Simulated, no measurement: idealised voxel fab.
The document below concerns the process module designated voxel ribs on slabs.
Shown is cross-section cut, with a width of 185 nm and square cells of size 5 nm.
A cross-section is a grid of square cells, given in bands from the top down. A band is one or more rows of cells.
In this notation a band is specified by the heights of its top and bottom, in that order and in nm, after which its materials appear from left to right, each paired with its width in nm. The word "all across" attached to a single material means that material fills the band from edge to edge; the word "air" stands for empty space.
Height is counted from the level 0, under which the received wafer is composed throughout of one material. The lowest of the bands is not closed at the bottom but continues downward, in the notation "0 -> down".
It should be noted that a width expressed as "30 to 40" varies in equal increments from row to row of cells within the band, taking the value of the first number at the top row and that of the second number at the bottom row.
A step reported as "remained the same" is a step in which no cell of the cross-section changed.
Cavities, sealed: empty space of 8 cells or more with no open way to the top, each as width x height at its distance from the left edge, in nm
Step line, after settings: the simulator's comment on this step.
overlay nm: mask offset rightward from planned place, masked step; negative means leftward offset.

[Set out below are the planned steps of the process]
1 RECEIVE, material Si
2 DIRECTIONAL_DEP, material SiO2, thk nm 30
3 DIRECTIONAL_DEP, material polySi, thk nm 20
4 PATTERN, tone cover, mask id RIB, material resist, width nm 25, thk nm 20, overlay nm 0
5 DIRECTIONAL_ETCH, etch materials polySi, depth nm 15
6 STRIP, etch materials resist
7 PATTERN, tone cover, mask id SLAB, material resist, width nm 75, thk nm 20, overlay nm 0
8 DIRECTIONAL_ETCH, etch materials polySi, depth nm 5
9 STRIP, etch materials resist
10 FILL_DEP, material SiO2, thk nm 30
11 CMP, height nm 70
12 DIRECTIONAL_DEP, material W, thk nm 10
13 DIRECTIONAL_DEP, material aC, thk nm 5
14 PATTERN, tone cover, mask id HEATER, material resist, width nm 35, thk nm 30, overlay nm 0
15 DIRECTIONAL_ETCH, etch materials aC, depth nm 10
16 STRIP, etch materials resist
17 DIRECTIONAL_ETCH, etch materials W, depth nm 10
18 STRIP, etch materials aC
19 CONFORMAL_DEP, material SiN, thk nm 5
What sets these wafers apart? The thk nm at step 13. They all start alike, and the plan carries the first wafer's value.

[First of several wafers, received after step 1, in cross-section]
    0 -> down: Si all across
    Cavities, sealed: none

[So in this table every wafer gets its own row, and what you see is where it stands at the end of the module: for each material, how many cells it picked up (+) or gave up (-) since we received it, and after that its closed voids]
thk nm 5, +41 SiN, +488 SiO2, +14 W, +30 polySi, Cavities, sealed: none
thk nm 10, +41 SiN, +488 SiO2, +14 W, +30 polySi, Cavities, sealed: none
thk nm 15, +37 SiN, +488 SiO2, +74 W, +30 polySi, Cavities, sealed: none
thk nm 20, +37 SiN, +488 SiO2, +74 W, +30 polySi, Cavities, sealed: none
thk nm 25, +37 SiN, +488 SiO2, +74 W, +30 polySi, Cavities, sealed: none
